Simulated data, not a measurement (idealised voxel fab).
Process module name: voxel fin reveal
In the cross-section labelled cut, the width is 260 nm and each square cell is 5 nm.
Cross-section layout: square cells on a grid; listed as bands, top to bottom; a band spans one or more cell rows.
Band entry format. Leading values: height of top, height of bottom, nm. Remainder: materials in left-to-right order, each with its width in nm. Special words: "everywhere" on a single material, which then fills the band edge to edge; "blank", empty space.
The reference from which all heights are counted is 0, the level beneath which the as-received wafer is entirely one material; the lowest band, having no lower bound, proceeds downward and is written after the example "z 0 and below".
With a width like "30 to 40", each row of cells in the band differs from the next by the same amount, the top row carrying the first number and the bottom row the second.
Basically "same as before" means that step didn't change any cell in the cross-section.
Entry "Enclosed void entries" = empty spaces >= 8 cells with no open way to the top; each as width x height at distance, distance from left edge, all nm.
Where a step's line continues beyond its settings, the continuation is a remark by the simulator itself on that step.
Each step line may optionally specify "overlay nm", which for a step with a mask gives the rightward distance between the mask's planned place and where it lay, a negative value indicating the leftward direction.
### Planned step list for the process
1: RECEIVE, material Si
2: CONFORMAL_DEP, material SiN, thk nm 5
3: DIRECTIONAL_DEP, material aC, thk nm 10
4: PATTERN, tone cover, mask id FINS, material resist, width nm 15, pitch nm 35, thk nm 25, overlay nm 0
5: DIRECTIONAL_ETCH, etch materials aC, depth nm 10
6: STRIP, etch materials resist
7: DIRECTIONAL_ETCH, etch materials SiN, depth nm 5
8: DIRECTIONAL_ETCH, etch materials Si, depth nm 35
9: STRIP, etch materials aC
10: FILL_DEP, material SiO2, thk nm 5
11: CMP, height nm 5
12: SELECTIVE_ETCH, etch materials SiO2, depth nm 25
13: STRIP, etch materials SiN
14: CONFORMAL_DEP, material HfO2, thk nm 5
### Cross-section of the wafer at receipt, which is the condition after step 1
    z 0 and below | Si everywhere
    Enclosed void entries: none
### Cross-section, first of two wafers, end of module, run as planned
    z 5 to 0 | blank 65 | HfO2 25 | blank 10 | HfO2 25 | blank 10 | HfO2 25 | blank 10 | HfO2 25 | blank 65
    z 0 to -15 | blank 65 | HfO2 5 | Si 15 | HfO2 5 | blank 10 | HfO2 5 | Si 15 | HfO2 5 | blank 10 | HfO2 5 | Si 15 | HfO2 5 | blank 10 | HfO2 5 | Si 15 | HfO2 5 | blank 65
    z -15 to -20 | HfO2 70 | Si 15 | HfO2 20 | Si 15 | HfO2 20 | Si 15 | HfO2 20 | Si 15 | HfO2 70
    z -20 to -35 | SiO2 70 | Si 15 | SiO2 20 | Si 15 | SiO2 20 | Si 15 | SiO2 20 | Si 15 | SiO2 70
    z -35 and below | Si everywhere
    Enclosed void entries: none
### Same start, same plan as the first wafer - but one mistake in the run. Cross-section of the second of the two at the end of the module
    z 5 to 0 | blank 65 | SiN 25 | blank 10 | SiN 25 | blank 10 | SiN 25 | blank 10 | SiN 25 | blank 65
    z 0 to -15 | blank 65 | SiN 5 | Si 15 | SiN 5 | blank 10 | SiN 5 | Si 15 | SiN 5 | blank 10 | SiN 5 | Si 15 | SiN 5 | blank 10 | SiN 5 | Si 15 | SiN 5 | blank 65
    z -15 to -20 | SiN 70 | Si 15 | SiN 20 | Si 15 | SiN 20 | Si 15 | SiN 20 | Si 15 | SiN 70
    z -20 to -35 | SiO2 70 | Si 15 | SiO2 20 | Si 15 | SiO2 20 | Si 15 | SiO2 20 | Si 15 | SiO2 70
    z -35 and below | Si everywhere
    Enclosed void entries: none
Diagnosis: planned and actual differ for step 14; actual: CONFORMAL_DEP, material SiN, thk nm 5
At the finish, the second wafer shows more or fewer cells for some materials than the first does: 84 fewer of HfO2, 84 more of SiN
